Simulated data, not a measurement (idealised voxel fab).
The following is a process module called voxel gate over fins.
Xsec cut, 280 nm wide, square cell size 5 nm.
Format of a cross-section: grid, square cells. Given as bands. Order: top down. Band: one or more rows of cells. Band entry format. Leading values: height of top, height of bottom, nm. Remainder: materials in left-to-right order, each with its width in nm. Special words: "everywhere" on a single material, which then fills the band edge to edge; "blank", empty space. Where do heights start? At 0: under that level the wafer as delivered is made of one material only. And the lowest band has no floor; it just carries on downward, as in "top 0, no bottom". So if you see something like "30..40" for the width, read it as the top row of the band sitting at the first number and the bottom row at the second, with every row in between moving by the same amount as the last. Given "all unchanged" for a step, no cell of the cross-section differs between before and after that step. "Closed void entries" enumerates empty spaces isolated from the top, with no open way to it, that contain at least 8 cells, giving each as width x height at distance from the left edge, all three in nm. Note: text after step settings on the step line = simulator remark on that step. When a step includes a mask, the "overlay nm" setting on its line states how far to the right of its planned place that mask lay, and negative values state how far to the left.
LISTED BELOW ARE THE PROCESS STEPS AS PLANNED
1) RECEIVE,material Si
2) CONFORMAL_DEP,material SiN,thk nm 5
3) PATTERN,tone cover,mask id FINS,material resist,width nm 15,pitch nm 55,thk nm 15,overlay nm 0
4) DIRECTIONAL_ETCH,etch materials SiN,depth nm 5
5) DIRECTIONAL_ETCH,etch materials Si,depth nm 35
6) STRIP,etch materials resist
7) OXIDIZE,depth nm 5
8) FILL_DEP,material SiO2,thk nm 15
9) CMP,height nm 5
10) DIRECTIONAL_DEP,material aC,thk nm 10
11) PATTERN,tone open,mask id RAIL,material resist,width nm 15,thk nm 25,overlay nm 0
12) DIRECTIONAL_ETCH,etch materials aC,depth nm 5
13) STRIP,etch materials resist
14) DIRECTIONAL_ETCH,etch materials SiO2,depth nm 35
15) STRIP,etch materials aC
16) CONFORMAL_DEP,material TiN,thk nm 5
17) FILL_DEP,material W,thk nm 5
18) CMP,height nm 5
19) SELECTIVE_ETCH,etch materials W Ru TiN,depth nm 25
20) FILL_DEP,material SiO2,thk nm 5
21) CMP,height nm 5
22) SELECTIVE_ETCH,etch materials SiO2,depth nm 15
23) STRIP,etch materials SiN
24) CONFORMAL_DEP,material HfO2,thk nm 5
25) CONFORMAL_DEP,material TiN,thk nm 5
26) CONFORMAL_DEP,material TiAl,thk nm 5
27) CONFORMAL_DEP,material TiN,thk nm 5
28) FILL_DEP,material W,thk nm 15
29) CMP,height nm 30
30) CONFORMAL_DEP,material SiN,thk nm 5
Variable across wafers: step 12 depth nm (plan value is that of the first wafer; starting state common to all).
AFTER STEP 1, AS RECEIVED: FIRST OF SEVERAL WAFERS, CROSS-SECTION
	top 0, no bottom | Si everywhere
	Closed void entries: none
BELOW, A ROW FOR EVERY WAFER. READ IT AS THE END-OF-MODULE PICTURE: FOR EACH MATERIAL THE WAFER SHOWS ITS CELLS GAINED (+) OR LOST (-) SINCE IT WAS RECEIVED, AND THEN ITS CLOSED VOIDS
depth nm 5; +68 HfO2; -424 Si; +56 SiN; +318 SiO2; +68 TiAl; +136 TiN; +170 W; Closed void entries: none
depth nm 10; +68 HfO2; -424 Si; +56 SiN; +312 SiO2; +68 TiAl; +141 TiN; +171 W; Closed void entries: none
depth nm 15; +68 HfO2; -424 Si; +56 SiN; +312 SiO2; +68 TiAl; +141 TiN; +171 W; Closed void entries: none
depth nm 20; +68 HfO2; -424 Si; +56 SiN; +312 SiO2; +68 TiAl; +141 TiN; +171 W; Closed void entries: none
depth nm 25; +68 HfO2; -424 Si; +56 SiN; +312 SiO2; +68 TiAl; +141 TiN; +171 W; Closed void entries: none
